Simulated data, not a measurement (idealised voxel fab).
The following process module bears the name voxel gate over fins.
Displayed cross-section: cut, width of 225 nm, square cells sized 5 nm.
Cross-section, as written here: a square-cell grid given band by band from the top down, where a band holds one or more rows of cells. Basically the band line says how high the top is and how high the bottom is, in nm, and then what's in it from left to right, every material with its width in nm. Empty space shows up as "blank", and if a single material carries "full width" it runs the full band edge to edge. Ref level 0: as-received wafer is one material below here. Bottom band extends down with no lower bound ("from 0 down"). A width given as "30 to 40" starts at the first number in the band's top row and ends at the second number in its bottom row, shifting by an equal amount at every step from row to row. It should be understood that the words "nothing changed", when stated for a given step, signify that the cross-section underwent no change in any of its cells during that step. "Fully sealed voids" lists enclosed empty spaces (at least 8 cells, no open path upward to the top), each as width x height at distance from the left edge, in nm. If you see something after the settings on a step's line, that's the simulator's own remark about that step. overlay nm: mask right of planned place by this much (step with mask). Neg. = left.

[Process steps (planned)]
1 RECEIVE with material Si
2 CONFORMAL_DEP with material SiN, thk nm 5
3 PATTERN with tone cover, mask id FINS, material resist, width nm 15, pitch nm 40, thk nm 15, overlay nm 0
4 DIRECTIONAL_ETCH with etch materials SiN, depth nm 5
5 DIRECTIONAL_ETCH with etch materials Si, depth nm 40
6 STRIP with etch materials resist
7 OXIDIZE with depth nm 5
8 FILL_DEP with material SiO2, thk nm 10
9 CMP with height nm 5
10 SELECTIVE_ETCH with etch materials SiO2, depth nm 15
11 STRIP with etch materials SiN
12 CONFORMAL_DEP with material HfO2, thk nm 5
13 CONFORMAL_DEP with material TiN, thk nm 5
14 FILL_DEP with material W, thk nm 15
15 CMP with height nm 20
16 CONFORMAL_DEP with material SiCN, thk nm 5

[First of two wafers, with the run carried out as planned]

[as received, after step 1]
* from 0 down  Si full width
* Fully sealed voids: none

[You're looking at a cross-section of the wafer after step 2]
* from 5 to 0  SiN full width
* No changes below 0.

[You're looking at a cross-section of the wafer after step 3]
* from 20 to 5  blank (45), resist (15), blank (25), resist (15), blank (25), resist (15), blank (25), resist (15), blank (45)
* No changes below 5.

[You're looking at a cross-section of the wafer after step 4]
* from 20 to 5  blank (45), resist (15), blank (25), resist (15), blank (25), resist (15), blank (25), resist (15), blank (45)
* from 5 to 0  blank (45), SiN (15), blank (25), SiN (15), blank (25), SiN (15), blank (25), SiN (15), blank (45)
* No changes below 0.

[You're looking at a cross-section of the wafer after step 5]
* from 20 to 5  blank (45), resist (15), blank (25), resist (15), blank (25), resist (15), blank (25), resist (15), blank (45)
* from 5 to 0  blank (45), SiN (15), blank (25), SiN (15), blank (25), SiN (15), blank (25), SiN (15), blank (45)
* from 0 to -40  blank (45), Si (15), blank (25), Si (15), blank (25), Si (15), blank (25), Si (15), blank (45)
* No changes below -40.

[You're looking at a cross-section of the wafer after step 6]
* from 5 to 0  blank (45), SiN (15), blank (25), SiN (15), blank (25), SiN (15), blank (25), SiN (15), blank (45)
* No changes below 0.

[You're looking at a cross-section of the wafer after step 7]
* from 5 to 0  blank (45), SiN (15), blank (25), SiN (15), blank (25), SiN (15), blank (25), SiN (15), blank (45)
* from 0 to -40  blank (45), SiO2 (5), Si (5), SiO2 (5), blank (25), SiO2 (5), Si (5), SiO2 (5), blank (25), SiO2 (5), Si (5), SiO2 (5), blank (25), SiO2 (5), Si (5), SiO2 (5), blank (45)
* from -40 to -45  SiO2 (50), Si (5), SiO2 (35), Si (5), SiO2 (35), Si (5), SiO2 (35), Si (5), SiO2 (50)
* No changes below -45.

[You're looking at a cross-section of the wafer after step 8]
* from 15 to 5  SiO2 full width
* from 5 to 0  SiO2 (45), SiN (15), SiO2 (25), SiN (15), SiO2 (25), SiN (15), SiO2 (25), SiN (15), SiO2 (45)
* from 0 to -45  SiO2 (50), Si (5), SiO2 (35), Si (5), SiO2 (35), Si (5), SiO2 (35), Si (5), SiO2 (50)
* No changes below -45.

[You're looking at a cross-section of the wafer after step 9]
* from 5 to 0  SiO2 (45), SiN (15), SiO2 (25), SiN (15), SiO2 (25), SiN (15), SiO2 (25), SiN (15), SiO2 (45)
* No changes below 0.

[You're looking at a cross-section of the wafer after step 10]
* from 5 to 0  blank (45), SiN (15), blank (25), SiN (15), blank (25), SiN (15), blank (25), SiN (15), blank (45)
* from 0 to -10  blank (50), Si (5), blank (35), Si (5), blank (35), Si (5), blank (35), Si (5), blank (50)
* No changes below -10.

[You're looking at a cross-section of the wafer after step 11]
* from 0 to -10  blank (50), Si (5), blank (35), Si (5), blank (35), Si (5), blank (35), Si (5), blank (50)
* No changes below -10.

[You're looking at a cross-section of the wafer after step 12]
* from 5 to 0  blank (45), HfO2 (15), blank (25), HfO2 (15), blank (25), HfO2 (15), blank (25), HfO2 (15), blank (45)
* from 0 to -5  blank (45), HfO2 (5), Si (5), HfO2 (5), blank (25), HfO2 (5), Si (5), HfO2 (5), blank (25), HfO2 (5), Si (5), HfO2 (5), blank (25), HfO2 (5), Si (5), HfO2 (5), blank (45)
* from -5 to -10  HfO2 (50), Si (5), HfO2 (35), Si (5), HfO2 (35), Si (5), HfO2 (35), Si (5), HfO2 (50)
* No changes below -10.

[You're looking at a cross-section of the wafer after step 13]
* from 10 to 5  blank (40), TiN (25), blank (15), TiN (25), blank (15), TiN (25), blank (15), TiN (25), blank (40)
* from 5 to 0  blank (40), TiN (5), HfO2 (15), TiN (5), blank (15), TiN (5), HfO2 (15), TiN (5), blank (15), TiN (5), HfO2 (15), TiN (5), blank (15), TiN (5), HfO2 (15), TiN (5), blank (40)
* from 0 to -5  TiN (45), HfO2 (5), Si (5), HfO2 (5), TiN (25), HfO2 (5), Si (5), HfO2 (5), TiN (25), HfO2 (5), Si (5), HfO2 (5), TiN (25), HfO2 (5), Si (5), HfO2 (5), TiN (45)
* No changes below -5.

[You're looking at a cross-section of the wafer after step 14]
* from 25 to 10  W full width
* from 10 to 5  W (40), TiN (25), W (15), TiN (25), W (15), TiN (25), W (15), TiN (25), W (40)
* from 5 to 0  W (40), TiN (5), HfO2 (15), TiN (5), W (15), TiN (5), HfO2 (15), TiN (5), W (15), TiN (5), HfO2 (15), TiN (5), W (15), TiN (5), HfO2 (15), TiN (5), W (40)
* No changes below 0.

[You're looking at a cross-section of the wafer after step 15]
* from 20 to 10  W full width
* No changes below 10.

[You're looking at a cross-section of the wafer after step 16]
* from 25 to 20  SiCN full width
* No changes below 20.

[Okay, second wafer. Nothing different at the start, nothing different in the plan, just one mistake somewhere in the running. As far as step 11, counting that step, it's the first wafer all over again]

[Cross-section of the second wafer at the time by which step 12 should have been completed according to the plan]
* from 15 to 5  blank (35), HfO2 (35), blank (5), HfO2 (35), blank (5), HfO2 (35), blank (5), HfO2 (35), blank (35)
* from 5 to 0  HfO2 full width
* from 0 to -10  HfO2 (50), Si (5), HfO2 (35), Si (5), HfO2 (35), Si (5), HfO2 (35), Si (5), HfO2 (50)
* No changes below -10.

[Cross-section of the second wafer at the time by which step 13 should have been completed according to the plan]
* from 20 to 15  blank (30), TiN (165), blank (30)
* from 15 to 10  blank (30), TiN (5), HfO2 (35), TiN (5), HfO2 (35), TiN (5), HfO2 (35), TiN (5), HfO2 (35), TiN (5), blank (30)
* from 10 to 5  TiN (35), HfO2 (35), TiN (5), HfO2 (35), TiN (5), HfO2 (35), TiN (5), HfO2 (35), TiN (35)
* No changes below 5.

[Cross-section of the second wafer at the time by which step 14 should have been completed according to the plan]
* from 35 to 20  W full width
* from 20 to 15  W (30), TiN (165), W (30)
* from 15 to 10  W (30), TiN (5), HfO2 (35), TiN (5), HfO2 (35), TiN (5), HfO2 (35), TiN (5), HfO2 (35), TiN (5), W (30)
* No changes below 10.

[Cross-section of the second wafer at the time by which step 15 should have been completed according to the plan]
* from 20 to 15  W (30), TiN (165), W (30)
* No changes below 15.

[Cross-section of the second wafer at the time by which step 16 should have been completed according to the plan]
* from 25 to 20  SiCN full width
* No changes below 20.
what went wrong: planned and actual differ for step 12; actual: CONFORMAL_DEP with material HfO2, thk nm 15
The second wafer ends with more or fewer cells of some materials than the first, per final count: HfO2 +122; TiN -6; W -116
